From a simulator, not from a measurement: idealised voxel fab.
Process module heading - voxel capacitor over wiring
Cross-sectional view cut (width: 295 nm; square cell size: 5 nm).
Bands, listed from the top down, are how a cross-section gets written in this document; the cross-section itself is a grid of square cells, and a band is one or more rows of them. Top, bottom (nm), then materials left to right with widths (nm); lone material tagged "edge to edge" fills the whole band edge to edge; "blank" = empty space. Convention: height 0 is the level below which the wafer, as received, is all one material. The lowest band does not terminate at the bottom but continues downward, represented as "z 0 and below". It should be noted that a width expressed as "30..40" varies in equal increments from row to row of cells within the band, taking the value of the first number at the top row and that of the second number at the bottom row. The designation "nothing changed", where it is given for a processing step, indicates that no cell of the cross-section was altered in the course of that step. Entry "Closed empty spaces". Content: empty spaces with no open connection to the top, size 8 cells or greater. Each: width x height at distance. Distance: from left edge. Unit: nm. The remark found on a step's line after its settings is issued by the simulator itself and pertains to that step. For masked steps, "overlay nm" on the step line gives how far right of plan the mask actually lay; a minus sign means it lay to the left.

Process steps - plan
| 1 | RECEIVE, material Si |
| 2 | CONFORMAL_DEP, material SiO2, thk nm 15 |
| 3 | CONFORMAL_DEP, material SiCN, thk nm 5 |
| 4 | DIRECTIONAL_DEP, material SiO2, thk nm 25 |
| 5 | PATTERN, tone open, mask id METAL_1, material resist, width nm 30, pitch nm 95, thk nm 20, overlay nm 0 |
| 6 | DIRECTIONAL_ETCH, etch materials SiO2, depth nm 25 |
| 7 | DIRECTIONAL_ETCH, etch materials SiCN, depth nm 5 |
| 8 | STRIP, etch materials resist |
| 9 | CONFORMAL_DEP, material TiN, thk nm 5 |
| 10 | FILL_DEP, material Cu, thk nm 10 |
| 11 | CMP, height nm 45 |
| 12 | CONFORMAL_DEP, material SiCN, thk nm 5 |
| 13 | DIRECTIONAL_DEP, material SiO2, thk nm 10 |
| 14 | MASKED_ETCH, tone open, mask id PLUG_1, width nm 15, etch materials SiO2, depth nm 10, overlay nm 0 |
| 15 | MASKED_ETCH, tone open, mask id PLUG_1, width nm 15, etch materials SiCN, depth nm 5, overlay nm 0 |
| 16 | EPI, material Ru, thk nm 10 |
| 17 | EPI, material Ru, thk nm 5 |
| 18 | DIRECTIONAL_DEP, material TiN, thk nm 5 |
| 19 | DIRECTIONAL_DEP, material SiN, thk nm 5 |
| 20 | DIRECTIONAL_DEP, material TiN, thk nm 5 |
| 21 | MASKED_ETCH, tone cover, mask id UPPER_PLATE, width nm 70, etch materials TiN, depth nm 5, overlay nm 0 |
| 22 | MASKED_ETCH, tone cover, mask id UPPER_PLATE, width nm 70, etch materials SiN, depth nm 5, overlay nm 0 |
| 23 | DIRECTIONAL_DEP, material aC, thk nm 15 |
| 24 | PATTERN, tone cover, mask id LOWER_PLATE, material resist, width nm 80, thk nm 35, overlay nm 0 |
| 25 | DIRECTIONAL_ETCH, etch materials aC, depth nm 15 |
| 26 | STRIP, etch materials resist |
| 27 | DIRECTIONAL_ETCH, etch materials TiN, depth nm 5 |
| 28 | STRIP, etch materials aC |
| 29 | FILL_DEP, material SiO2, thk nm 15 |
| 30 | CMP, height nm 85 |
| 31 | DIRECTIONAL_DEP, material aC, thk nm 10 |
| 32 | PATTERN, tone open, mask id PLUG_2, material resist, width nm 15, thk nm 25, overlay nm 0 |
| 33 | DIRECTIONAL_ETCH, etch materials aC, depth nm 10 |
| 34 | STRIP, etch materials resist |
| 35 | DIRECTIONAL_ETCH, etch materials SiO2, depth nm 10 |
| 36 | STRIP, etch materials aC |
| 37 | CONFORMAL_DEP, material TiN, thk nm 5 |
| 38 | FILL_DEP, material Ru, thk nm 5 |
| 39 | CMP, height nm 85 |
| 40 | CONFORMAL_DEP, material SiCN, thk nm 5 |

First out of two wafers; run went to plan

Wafer cross-section on receipt, i.e. after step 1
z 0 and below  Si edge to edge
Closed empty spaces: none

After step 2
z 15 to 0  SiO2 edge to edge
Below 0, no change.

After step 3
z 20 to 15  SiCN edge to edge
Below 15, no change.

After step 4
z 45 to 20  SiO2 edge to edge
Below 20, no change.

After step 5
z 65 to 45  85 of resist; 30 of blank; 65 of resist; 30 of blank; 85 of resist
Below 45, no change.

After step 6
z 65 to 45  85 of resist; 30 of blank; 65 of resist; 30 of blank; 85 of resist
z 45 to 20  85 of SiO2; 30 of blank; 65 of SiO2; 30 of blank; 85 of SiO2
Below 20, no change.

After step 7
z 65 to 45  85 of resist; 30 of blank; 65 of resist; 30 of blank; 85 of resist
z 45 to 20  85 of SiO2; 30 of blank; 65 of SiO2; 30 of blank; 85 of SiO2
z 20 to 15  85 of SiCN; 30 of blank; 65 of SiCN; 30 of blank; 85 of SiCN
Below 15, no change.

After step 8
z 45 to 20  85 of SiO2; 30 of blank; 65 of SiO2; 30 of blank; 85 of SiO2
Below 20, no change.

After step 9
z 50 to 45  90 of TiN; 20 of blank; 75 of TiN; 20 of blank; 90 of TiN
z 45 to 20  85 of SiO2; 5 of TiN; 20 of blank; 5 of TiN; 65 of SiO2; 5 of TiN; 20 of blank; 5 of TiN; 85 of SiO2
z 20 to 15  85 of SiCN; 30 of TiN; 65 of SiCN; 30 of TiN; 85 of SiCN
Below 15, no change.

After step 10
z 60 to 50  Cu edge to edge
z 50 to 45  90 of TiN; 20 of Cu; 75 of TiN; 20 of Cu; 90 of TiN
z 45 to 20  85 of SiO2; 5 of TiN; 20 of Cu; 5 of TiN; 65 of SiO2; 5 of TiN; 20 of Cu; 5 of TiN; 85 of SiO2
Below 20, no change.

After step 11
z 45 to 20  85 of SiO2; 5 of TiN; 20 of Cu; 5 of TiN; 65 of SiO2; 5 of TiN; 20 of Cu; 5 of TiN; 85 of SiO2
Below 20, no change.

After step 12
z 50 to 45  SiCN edge to edge
Below 45, no change.

After step 13
z 60 to 50  SiO2 edge to edge
Below 50, no change.

After step 14
z 60 to 50  100 of SiO2; 15 of blank; 180 of SiO2
Below 50, no change.

After step 15
z 60 to 50  100 of SiO2; 15 of blank; 180 of SiO2
z 50 to 45  100 of SiCN; 15 of blank; 180 of SiCN
Below 45, no change.

After step 16
z 60 to 55  100 of SiO2; 15 of blank; 180 of SiO2
z 55 to 50  100 of SiO2; 15 of Ru; 180 of SiO2
z 50 to 45  100 of SiCN; 15 of Ru; 180 of SiCN
Below 45, no change.

After step 17
z 60 to 50  100 of SiO2; 15 of Ru; 180 of SiO2
Below 50, no change.

After step 18
z 65 to 60  TiN edge to edge
Below 60, no change.

After step 19
z 70 to 65  SiN edge to edge
Below 65, no change.

After step 20
z 75 to 70  TiN edge to edge
Below 70, no change.

After step 21
z 75 to 70  100 of blank; 70 of TiN; 125 of blank
Below 70, no change.

After step 22
z 75 to 70  100 of blank; 70 of TiN; 125 of blank
z 70 to 65  100 of blank; 70 of SiN; 125 of blank
Below 65, no change.

After step 23
z 90 to 80  100 of blank; 70 of aC; 125 of blank
z 80 to 75  aC edge to edge
z 75 to 70  100 of aC; 70 of TiN; 125 of aC
z 70 to 65  100 of aC; 70 of SiN; 125 of aC
Below 65, no change.

After step 24
z 125 to 90  95 of blank; 80 of resist; 120 of blank
z 90 to 80  95 of blank; 5 of resist; 70 of aC; 5 of resist; 120 of blank
Below 80, no change.

After step 25
z 110 to 90  95 of blank; 80 of resist; 120 of blank
z 90 to 80  95 of blank; 5 of resist; 70 of aC; 5 of resist; 120 of blank
z 80 to 75  95 of blank; 80 of aC; 120 of blank
z 75 to 70  95 of blank; 5 of aC; 70 of TiN; 5 of aC; 120 of blank
z 70 to 65  95 of blank; 5 of aC; 70 of SiN; 5 of aC; 120 of blank
Below 65, no change.

After step 26
z 90 to 80  100 of blank; 70 of aC; 125 of blank
Below 80, no change.

After step 27
z 90 to 80  100 of blank; 70 of aC; 125 of blank
z 80 to 75  95 of blank; 80 of aC; 120 of blank
z 75 to 70  95 of blank; 5 of aC; 70 of TiN; 5 of aC; 120 of blank
z 70 to 65  95 of blank; 5 of aC; 70 of SiN; 5 of aC; 120 of blank
z 65 to 60  95 of blank; 80 of TiN; 120 of blank
Below 60, no change.

After step 28
z 75 to 70  100 of blank; 70 of TiN; 125 of blank
z 70 to 65  100 of blank; 70 of SiN; 125 of blank
Below 65, no change.

After step 29
z 90 to 75  SiO2 edge to edge
z 75 to 70  100 of SiO2; 70 of TiN; 125 of SiO2
z 70 to 65  100 of SiO2; 70 of SiN; 125 of SiO2
z 65 to 60  95 of SiO2; 80 of TiN; 120 of SiO2
Below 60, no change.

After step 30
z 85 to 75  SiO2 edge to edge
Below 75, no change.

After step 31
z 95 to 85  aC edge to edge
Below 85, no change.

After step 32
z 120 to 95  110 of resist; 15 of blank; 170 of resist
Below 95, no change.

After step 33
z 110 to 95  110 of resist; 15 of blank; 170 of resist
z 95 to 85  110 of aC; 15 of blank; 170 of aC
Below 85, no change.

After step 34
z 95 to 85  110 of aC; 15 of blank; 170 of aC
Below 85, no change.

After step 35
z 95 to 85  110 of aC; 15 of blank; 170 of aC
z 85 to 75  110 of SiO2; 15 of blank; 170 of SiO2
Below 75, no change.

After step 36
z 85 to 75  110 of SiO2; 15 of blank; 170 of SiO2
Below 75, no change.

After step 37
z 90 to 85  115 of TiN; 5 of blank; 175 of TiN
z 85 to 80  110 of SiO2; 5 of TiN; 5 of blank; 5 of TiN; 170 of SiO2
z 80 to 70  110..100 of SiO2; 15..70 of TiN; 170..125 of SiO2
Below 70, no change.

After step 38
z 95 to 90  Ru edge to edge
z 90 to 85  115 of TiN; 5 of Ru; 175 of TiN
z 85 to 80  110 of SiO2; 5 of TiN; 5 of Ru; 5 of TiN; 170 of SiO2
Below 80, no change.

After step 39
z 85 to 80  110 of SiO2; 5 of TiN; 5 of Ru; 5 of TiN; 170 of SiO2
Below 80, no change.

After step 40
z 90 to 85  SiCN edge to edge
Below 85, no change.

Wafer two of the pair: same origin, same plan, one error during the run; identical to wafer one up to and including step 23

Second wafer, sectioned view, at step 24's planned end time
z 125 to 90  90 of blank; 90 of resist; 115 of blank
z 90 to 80  90 of blank; 10 of resist; 70 of aC; 10 of resist; 115 of blank
Below 80, no change.

Second wafer, sectioned view, at step 25's planned end time
z 110 to 90  90 of blank; 90 of resist; 115 of blank
z 90 to 80  90 of blank; 10 of resist; 70 of aC; 10 of resist; 115 of blank
z 80 to 75  90 of blank; 90 of aC; 115 of blank
z 75 to 70  90 of blank; 10 of aC; 70 of TiN; 10 of aC; 115 of blank
z 70 to 65  90 of blank; 10 of aC; 70 of SiN; 10 of aC; 115 of blank
Below 65, no change.

Second wafer, sectioned view, at step 26's planned end time
z 90 to 80  100 of blank; 70 of aC; 125 of blank
Below 80, no change.

Second wafer, sectioned view, at step 27's planned end time
z 90 to 80  100 of blank; 70 of aC; 125 of blank
z 80 to 75  90 of blank; 90 of aC; 115 of blank
z 75 to 70  90 of blank; 10 of aC; 70 of TiN; 10 of aC; 115 of blank
z 70 to 65  90 of blank; 10 of aC; 70 of SiN; 10 of aC; 115 of blank
z 65 to 60  90 of blank; 90 of TiN; 115 of blank
Below 60, no change.

Second wafer, sectioned view, at step 28's planned end time
z 75 to 70  100 of blank; 70 of TiN; 125 of blank
z 70 to 65  100 of blank; 70 of SiN; 125 of blank
Below 65, no change.

Second wafer, sectioned view, at step 29's planned end time
z 90 to 75  SiO2 edge to edge
z 75 to 70  100 of SiO2; 70 of TiN; 125 of SiO2
z 70 to 65  100 of SiO2; 70 of SiN; 125 of SiO2
z 65 to 60  90 of SiO2; 90 of TiN; 115 of SiO2
Below 60, no change.

Second wafer, sectioned view, at step 30's planned end time
z 85 to 75  SiO2 edge to edge
Below 75, no change.

Second wafer, sectioned view, at step 31's planned end time
z 95 to 85  aC edge to edge
Below 85, no change.

Second wafer, sectioned view, at step 32's planned end time
z 120 to 95  110 of resist; 15 of blank; 170 of resist
Below 95, no change.

Second wafer, sectioned view, at step 33's planned end time
z 110 to 95  110 of resist; 15 of blank; 170 of resist
z 95 to 85  110 of aC; 15 of blank; 170 of aC
Below 85, no change.

Second wafer, sectioned view, at step 34's planned end time
z 95 to 85  110 of aC; 15 of blank; 170 of aC
Below 85, no change.

Second wafer, sectioned view, at step 35's planned end time
z 95 to 85  110 of aC; 15 of blank; 170 of aC
z 85 to 75  110 of SiO2; 15 of blank; 170 of SiO2
Below 75, no change.

Second wafer, sectioned view, at step 36's planned end time
z 85 to 75  110 of SiO2; 15 of blank; 170 of SiO2
Below 75, no change.

Second wafer, sectioned view, at step 37's planned end time
z 90 to 85  115 of TiN; 5 of blank; 175 of TiN
z 85 to 80  110 of SiO2; 5 of TiN; 5 of blank; 5 of TiN; 170 of SiO2
z 80 to 70  110..100 of SiO2; 15..70 of TiN; 170..125 of SiO2
Below 70, no change.

Second wafer, sectioned view, at step 38's planned end time
z 95 to 90  Ru edge to edge
z 90 to 85  115 of TiN; 5 of Ru; 175 of TiN
z 85 to 80  110 of SiO2; 5 of TiN; 5 of Ru; 5 of TiN; 170 of SiO2
Below 80, no change.

Second wafer, sectioned view, at step 39's planned end time
z 85 to 80  110 of SiO2; 5 of TiN; 5 of Ru; 5 of TiN; 170 of SiO2
Below 80, no change.

Second wafer, sectioned view, at step 40's planned end time
z 90 to 85  SiCN edge to edge
Below 85, no change.
What went wrong in running the wafer? step 24 ran as: PATTERN, tone cover, mask id LOWER_PLATE, material resist, width nm 90, thk nm 35, overlay nm 0
Bottom line after processing is that, in cells, the second wafer is up or down on some materials versus the first: SiO2 -2; TiN +2
